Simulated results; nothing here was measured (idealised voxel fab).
Process module heading - voxel self aligned contacts
This is section cut - it's 230 nm across, gridded in 5 nm square cells.
A cross-section in this document is a grid of square cells, and it is written down as bands, the top band listed before the ones below it; a band is made up of one or more rows of cells.
Top height, bottom height, nm. Materials left to right, width each, nm. Single material + "full width" = fills band edge to edge. "blank" = empty.
It should be noted that heights are counted from 0, beneath which the wafer as supplied is of one material throughout, and that the lowest band possesses no lower boundary but continues downward, as written in "0 down".
Per-row width for "30..40": begins at first number (top row of band), ends at second number (bottom row), increment between rows held constant.
You'll sometimes find "no alterations made" written for a step, and that's the way of saying that nowhere in the cross-section did a cell change during that step.
"Catalogued sealed voids" lists enclosed empty spaces (at least 8 cells, no open path upward to the top), each as width x height at distance from the left edge, in nm.
Read whatever lies past the settings on a step's line as the simulator's own remark about the step.
"overlay nm" answers the question of how far to the right of plan the mask lay on a step that has a mask, and when it is negative the answer is to the left.

These are the steps we planned for the process:
1,RECEIVE: material Si
2,OXIDIZE: depth nm 5
3,DIRECTIONAL_DEP: material polySi, thk nm 25
4,DIRECTIONAL_DEP: material SiN, thk nm 20
5,PATTERN: tone cover, mask id GATE, material resist, width nm 35, pitch nm 70, thk nm 15, overlay nm 0
6,DIRECTIONAL_ETCH: etch materials SiN, depth nm 20
7,DIRECTIONAL_ETCH: etch materials polySi, depth nm 25
8,STRIP: etch materials resist
9,CONFORMAL_DEP: material SiN, thk nm 5
10,DIRECTIONAL_ETCH: etch materials SiN, depth nm 5
11,FILL_DEP: material SiO2, thk nm 15
12,CMP: height nm 50
13,MASKED_ETCH: tone open, mask id CONTACT, width nm 55, etch materials SiO2, depth nm 55, overlay nm 0
14,CONFORMAL_DEP: material TiN, thk nm 5
15,FILL_DEP: material Ru, thk nm 10
16,CMP: height nm 50
17,CONFORMAL_DEP: material SiCN, thk nm 5

Incoming wafer in cross-section (state: after step 1):
0 down = Si full width
Catalogued sealed voids: none

Looking at the first of two wafers in cross-section at end of module - ran to plan:
55 to 50 = SiCN full width
50 to 45 = SiO2: 85  TiN: 20  Ru: 15  TiN: 20  SiO2: 90
45 to 25 = SiO2: 55  SiN: 45  TiN: 5  Ru: 15  TiN: 5  SiN: 45  SiO2: 60
25 to 0 = SiO2: 55  SiN: 5  polySi: 35  SiN: 5  TiN: 5  Ru: 15  TiN: 5  SiN: 5  polySi: 35  SiN: 5  SiO2: 60
0 to -5 = SiO2: 100  TiN: 25  SiO2: 105
-5 down = Si full width
Catalogued sealed voids: none

Cross-section of the latter of the two wafers at module completion. It had an identical start and an identical plan to the former; in running it, one mistake was made:
70 to 65 = SiCN full width
65 to 55 = Ru full width
55 to 50 = TiN: 90  Ru: 45  TiN: 95
50 to 45 = SiO2: 85  TiN: 20  Ru: 15  TiN: 20  SiO2: 90
45 to 25 = SiO2: 55  SiN: 45  TiN: 5  Ru: 15  TiN: 5  SiN: 45  SiO2: 60
25 to 0 = SiO2: 55  SiN: 5  polySi: 35  SiN: 5  TiN: 5  Ru: 15  TiN: 5  SiN: 5  polySi: 35  SiN: 5  SiO2: 60
0 to -5 = SiO2: 100  TiN: 25  SiO2: 105
-5 down = Si full width
Catalogued sealed voids: none
Want to know what went wrong? step 16 from the plan never happened, it was just skipped
The closing comparison, in cells, has the second wafer with more or fewer of some materials than the first: +101 Ru, +37 TiN
